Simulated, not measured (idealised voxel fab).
process module | voxel gate over fins
cross-section cut | 225 nm wide | cells 5 nm
A cross-section is a grid of square cells, given in bands from the top down. A band is one or more rows of cells.
Each band's line starts with the height of the band's top and of its bottom, in nm. Then come its materials from left to right, each with its width in nm. One material with "throughout" fills the band from edge to edge. "air" is empty space.
Height 0 is the level under which the wafer as received is all one material. The lowest band goes on downwards, as in "0 down".
A width such as "30 to 40" changes by the same amount from each row of cells to the next, from the band's top row to its bottom row.
"no change" after a step means that no cell of the cross-section changed.
closed voids: empty space of 8 cells or more with no open way to the top, each as width x height at its distance from the left edge, in nm
after a step's settings: what the simulator itself notes on the step
overlay nm, on a step with a mask: how far to the right of its planned place the mask lay; to the left if negative
plan
1 op RECEIVE | material Si
2 op CONFORMAL_DEP | material SiN | thk nm 10
3 op PATTERN | tone cover | mask id FINS | material resist | width nm 15 | pitch nm 45 | thk nm 15 | overlay nm 0
4 op DIRECTIONAL_ETCH | etch materials SiN | depth nm 10
5 op DIRECTIONAL_ETCH | etch materials Si | depth nm 30
6 op STRIP | etch materials resist
7 op OXIDIZE | depth nm 5
8 op FILL_DEP | material SiO2 | thk nm 5
9 op CMP | height nm 10
10 op SELECTIVE_ETCH | etch materials SiO2 | depth nm 25
11 op STRIP | etch materials SiN
12 op CONFORMAL_DEP | material HfO2 | thk nm 5
13 op CONFORMAL_DEP | material TiN | thk nm 5
14 op CONFORMAL_DEP | material TiAl | thk nm 5
15 op CONFORMAL_DEP | material TiN | thk nm 5
16 op FILL_DEP | material W | thk nm 10
17 op CMP | height nm 25
18 op CONFORMAL_DEP | material SiCN | thk nm 5
as received, after step 1
  0 down: Si throughout
  closed voids: none
first wafer at the end, as planned
  30 to 25: SiCN throughout
  25 to 20: W throughout
  20 to 15: W 65 | TiN 90 | W 70
  15 to 10: W 65 | TiN 5 | TiAl 35 | TiN 10 | TiAl 35 | TiN 5 | W 70
  10 to 5: W 65 | TiN 5 | TiAl 5 | TiN 25 | TiAl 5 | TiN 10 | TiAl 5 | TiN 25 | TiAl 5 | TiN 5 | W 70
  5 to 0: TiN 70 | TiAl 5 | TiN 5 | HfO2 15 | TiN 5 | TiAl 5 | TiN 10 | TiAl 5 | TiN 5 | HfO2 15 | TiN 5 | TiAl 5 | TiN 75
  0 to -5: TiAl 75 | TiN 5 | HfO2 5 | Si 5 | HfO2 5 | TiN 5 | TiAl 20 | TiN 5 | HfO2 5 | Si 5 | HfO2 5 | TiN 5 | TiAl 80
  -5 to -10: TiN 80 | HfO2 5 | Si 5 | HfO2 5 | TiN 30 | HfO2 5 | Si 5 | HfO2 5 | TiN 85
  -10 to -15: HfO2 85 | Si 5 | HfO2 40 | Si 5 | HfO2 90
  -15 to -35: SiO2 85 | Si 5 | SiO2 40 | Si 5 | SiO2 90
  -35 down: Si throughout
  closed voids: none
second wafer at the end: like start, like plan, one mistake
  30 to 25: SiCN throughout
  25 to 20: W throughout
  20 to 15: W 70 | TiN 90 | W 65
  15 to 10: W 70 | TiN 5 | TiAl 35 | TiN 10 | TiAl 35 | TiN 5 | W 65
  10 to 5: W 70 | TiN 5 | TiAl 5 | TiN 25 | TiAl 5 | TiN 10 | TiAl 5 | TiN 25 | TiAl 5 | TiN 5 | W 65
  5 to 0: TiN 75 | TiAl 5 | TiN 5 | HfO2 15 | TiN 5 | TiAl 5 | TiN 10 | TiAl 5 | TiN 5 | HfO2 15 | TiN 5 | TiAl 5 | TiN 70
  0 to -5: TiAl 80 | TiN 5 | HfO2 5 | Si 5 | HfO2 5 | TiN 5 | TiAl 20 | TiN 5 | HfO2 5 | Si 5 | HfO2 5 | TiN 5 | TiAl 75
  -5 to -10: TiN 85 | HfO2 5 | Si 5 | HfO2 5 | TiN 30 | HfO2 5 | Si 5 | HfO2 5 | TiN 80
  -10 to -15: HfO2 90 | Si 5 | HfO2 40 | Si 5 | HfO2 85
  -15 to -35: SiO2 90 | Si 5 | SiO2 40 | Si 5 | SiO2 85
  -35 down: Si throughout
  closed voids: none
what went wrong: step 3 ran as: op PATTERN | tone cover | mask id FINS | material resist | width nm 15 | pitch nm 45 | thk nm 15 | overlay nm 5
at the end the second wafer has, in cells: as many of each material as the first, in other places
